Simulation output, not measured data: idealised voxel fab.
This is a process module. Its name is voxel capacitor over wiring.
The figure presents cross-section cut, which has a width of 215 nm and is divided into square cells with an edge length of 5 nm.
For the purposes of this document, a cross-section shall be understood as a grid of square cells, specified as bands listed in top-to-bottom order, each band consisting of one or more rows of cells.
Each band's line starts with the height of the band's top and of its bottom, in nm. Then come its materials from left to right, each with its width in nm. One material with "full width" fills the band from edge to edge. "blank" is empty space.
Counting heights begins at 0, where everything beneath is, in the wafer as received, one material. The lowest band has no bottom; it goes on downwards, as "from 0 down" shows.
Width "30..40": first value at the band's top row of cells, second value at its bottom row, equal change from row to row.
"same as before", as given for a step, is the statement that not any cell of the cross-section underwent a change during that step.
So "Completely enclosed voids" is basically the list of trapped voids: any empty space of 8 cells or more that can't reach the top through an opening. They're written width x height at distance, the distance being from the left edge, and it's all nm.
Past the settings on a step's line: simulator remark, on that step.
A step line may carry the setting "overlay nm", which, for steps involving a mask, states the distance by which the mask lay to the right of its intended position; negative values denote displacement to the left.

The process steps that were planned are listed below:
1: RECEIVE, material Si
2: CONFORMAL_DEP, material SiO2, thk nm 15
3: DIRECTIONAL_DEP, material TiN, thk nm 5
4: DIRECTIONAL_DEP, material W, thk nm 15
5: DIRECTIONAL_DEP, material aC, thk nm 15
6: PATTERN, tone cover, mask id METAL_1, material resist, width nm 20, pitch nm 70, thk nm 35, overlay nm 0
7: DIRECTIONAL_ETCH, etch materials aC, depth nm 15
8: STRIP, etch materials resist
9: DIRECTIONAL_ETCH, etch materials W, depth nm 15
10: DIRECTIONAL_ETCH, etch materials TiN, depth nm 5
11: STRIP, etch materials aC
12: CONFORMAL_DEP, material SiN, thk nm 5
13: FILL_DEP, material lowk, thk nm 10
14: CMP, height nm 35
15: CONFORMAL_DEP, material SiCN, thk nm 5
16: DIRECTIONAL_DEP, material lowk, thk nm 20
17: MASKED_ETCH, tone open, mask id PLUG_1, width nm 15, etch materials lowk, depth nm 20, overlay nm 0
18: MASKED_ETCH, tone open, mask id PLUG_1, width nm 15, etch materials SiCN, depth nm 5, overlay nm 0
19: CONFORMAL_DEP, material TiN, thk nm 5
20: FILL_DEP, material Cu, thk nm 10
21: CMP, height nm 60
22: DIRECTIONAL_DEP, material TiN, thk nm 10
23: DIRECTIONAL_DEP, material HfO2, thk nm 5
24: DIRECTIONAL_DEP, material TiN, thk nm 10
25: PATTERN, tone cover, mask id UPPER_PLATE, material resist, width nm 55, thk nm 15, overlay nm 0
26: DIRECTIONAL_ETCH, etch materials TiN, depth nm 10
27: DIRECTIONAL_ETCH, etch materials HfO2, depth nm 5
28: STRIP, etch materials resist
29: PATTERN, tone cover, mask id LOWER_PLATE, material resist, width nm 65, thk nm 20, overlay nm 0
30: DIRECTIONAL_ETCH, etch materials TiN, depth nm 10
31: STRIP, etch materials resist
32: FILL_DEP, material SiO2, thk nm 20
33: CMP, height nm 100
34: MASKED_ETCH, tone open, mask id PLUG_2, width nm 15, etch materials SiO2, depth nm 15, overlay nm 0
35: CONFORMAL_DEP, material TiN, thk nm 5
36: FILL_DEP, material Cu, thk nm 10
37: CMP, height nm 100
38: CONFORMAL_DEP, material SiN, thk nm 5

As received, after step 1:
- from 0 down: Si full width
- Completely enclosed voids: none

Same starting wafer, same plan as above, one mistake in the execution; this is the cross-section at the end of the module:
- from 105 to 100: SiN full width
- from 100 to 90: SiO2: 75  TiN: 5  Cu: 5  TiN: 5  SiO2: 125
- from 90 to 85: SiO2: 75  TiN: 15  SiO2: 125
- from 85 to 75: SiO2: 65  TiN: 55  SiO2: 95
- from 75 to 70: SiO2: 65  HfO2: 55  SiO2: 95
- from 70 to 60: SiO2: 60  TiN: 65  SiO2: 90
- from 60 to 55: SiCN: 65  TiN: 15  SiCN: 135
- from 55 to 35: lowk full width
- from 35 to 20: lowk: 55  SiN: 5  W: 20  SiN: 5  lowk: 40  SiN: 5  W: 20  SiN: 5  lowk: 60
- from 20 to 15: SiN: 60  TiN: 20  SiN: 50  TiN: 20  SiN: 65
- from 15 to 0: SiO2 full width
- from 0 down: Si full width
- Completely enclosed voids: none
Where did the run depart from the plan? mixed up steps 15 and 16 - ran each in the other's place
